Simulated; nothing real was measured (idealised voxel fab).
You're looking at the process module voxel capacitor over wiring.
Cross-section cut spans 215 nm and uses square cells 5 nm in size.
When this document writes out a cross-section, it uses a grid of square cells and lists it as bands, beginning at the top and moving down, with a band standing for one or more rows of cells.
The band entry comprises the height of the band's top followed by the height of its bottom, expressed in nm, and subsequently the band's materials from left to right, each stated together with its width in nm. Where a single material is marked with the word "throughout", that material fills the band from edge to edge. The word "blank" represents empty space.
Heights are expressed relative to 0, this being the level below which the as-received wafer comprises one material exclusively. The lowest band is unbounded in the downward direction and is denoted as in "0 and below".
The two numbers in a width such as "30->40" mark its ends across the band: the first belongs to the top row of cells, the second to the bottom row, and from each row to the next the width moves by the same amount.
"remained unchanged", as given for a step, is the statement that not any cell of the cross-section underwent a change during that step.
Reported under the label "Sealed void list" are the empty spaces having no open way to the top and comprising 8 cells or more; the notation for each is width x height at distance, in which the distance is measured from the left edge and all three values are in nm.
Where a step's line continues beyond its settings, the continuation is a remark by the simulator itself on that step.
"overlay nm" answers the question of how far to the right of plan the mask lay on a step that has a mask, and when it is negative the answer is to the left.

So here's the lineup of process steps we planned:
1. RECEIVE with material Si
2. CONFORMAL_DEP with material SiO2, thk nm 10
3. DIRECTIONAL_DEP with material TiN, thk nm 5
4. DIRECTIONAL_DEP with material W, thk nm 15
5. PATTERN with tone cover, mask id METAL_1, material resist, width nm 25, pitch nm 95, thk nm 20, overlay nm 0
6. DIRECTIONAL_ETCH with etch materials W, depth nm 15
7. DIRECTIONAL_ETCH with etch materials TiN, depth nm 5
8. STRIP with etch materials resist
9. CONFORMAL_DEP with material SiN, thk nm 5
10. FILL_DEP with material lowk, thk nm 5
11. CMP with height nm 30
12. CONFORMAL_DEP with material SiCN, thk nm 5
13. DIRECTIONAL_DEP with material lowk, thk nm 10
14. PATTERN with tone open, mask id PLUG_1, material resist, width nm 15, thk nm 20, overlay nm 0
15. DIRECTIONAL_ETCH with etch materials lowk, depth nm 10
16. DIRECTIONAL_ETCH with etch materials SiCN, depth nm 5
17. STRIP with etch materials resist
18. CONFORMAL_DEP with material TiN, thk nm 5
19. FILL_DEP with material Ru, thk nm 10
20. CMP with height nm 45
21. DIRECTIONAL_DEP with material TiN, thk nm 10
22. DIRECTIONAL_DEP with material SiN, thk nm 5
23. DIRECTIONAL_DEP with material TiN, thk nm 5
24. MASKED_ETCH with tone cover, mask id UPPER_PLATE, width nm 75, etch materials TiN, depth nm 5, overlay nm 0
25. MASKED_ETCH with tone cover, mask id UPPER_PLATE, width nm 75, etch materials SiN, depth nm 5, overlay nm 0
26. DIRECTIONAL_DEP with material aC, thk nm 10
27. PATTERN with tone cover, mask id LOWER_PLATE, material resist, width nm 85, thk nm 30, overlay nm 0
28. DIRECTIONAL_ETCH with etch materials aC, depth nm 10
29. STRIP with etch materials resist
30. DIRECTIONAL_ETCH with etch materials TiN, depth nm 10
31. STRIP with etch materials aC
32. FILL_DEP with material SiO2, thk nm 15
33. CMP with height nm 75
34. PATTERN with tone open, mask id PLUG_2, material resist, width nm 15, thk nm 20, overlay nm 0
35. DIRECTIONAL_ETCH with etch materials SiO2, depth nm 10
36. STRIP with etch materials resist
37. CONFORMAL_DEP with material TiN, thk nm 5
38. FILL_DEP with material Ru, thk nm 5
39. CMP with height nm 75
40. CONFORMAL_DEP with material SiCN, thk nm 5

As-received wafer cross-section (after step 1):
- 0 and below  Si throughout
- Sealed void list: none

As-planned run: cross-section of the first of two wafers at end of module:
- 80 down to 75  SiCN throughout
- 75 down to 70  65 SiO2  5 TiN  5 Ru  5 TiN  135 SiO2
- 70 down to 60  65->55 SiO2  15->75 TiN  135->85 SiO2
- 60 down to 55  55 SiO2  75 SiN  85 SiO2
- 55 down to 45  50 SiO2  85 TiN  80 SiO2
- 45 down to 35  55 lowk  5 TiN  5 Ru  5 TiN  145 lowk
- 35 down to 30  55 SiCN  15 TiN  145 SiCN
- 30 down to 15  40 lowk  5 SiN  25 W  5 SiN  60 lowk  5 SiN  25 W  5 SiN  45 lowk
- 15 down to 10  45 SiN  25 TiN  70 SiN  25 TiN  50 SiN
- 10 down to 0  SiO2 throughout
- 0 and below  Si throughout
- Sealed void list: none

This cross-section belongs to the second wafer of two at the end of the module; the start and the plan were shared with the first, and the run included one mistake:
- 80 down to 75  SiCN throughout
- 75 down to 70  60 SiO2  5 TiN  15 Ru  5 TiN  130 SiO2
- 70 down to 60  60->55 SiO2  25->75 TiN  130->85 SiO2
- 60 down to 55  55 SiO2  75 SiN  85 SiO2
- 55 down to 45  50 SiO2  85 TiN  80 SiO2
- 45 down to 35  55 lowk  5 TiN  5 Ru  5 TiN  145 lowk
- 35 down to 30  55 SiCN  15 TiN  145 SiCN
- 30 down to 15  40 lowk  5 SiN  25 W  5 SiN  60 lowk  5 SiN  25 W  5 SiN  45 lowk
- 15 down to 10  45 SiN  25 TiN  70 SiN  25 TiN  50 SiN
- 10 down to 0  SiO2 throughout
- 0 and below  Si throughout
- Sealed void list: none
Misprocessing identified: step 34 ran with different settings than intended, the actual operation and settings being PATTERN with tone open, mask id PLUG_2, material resist, width nm 25, thk nm 20, overlay nm 0
Final tally in cells, some materials are higher or lower on the second wafer than on the first: Ru +2 | SiO2 -4 | TiN +2
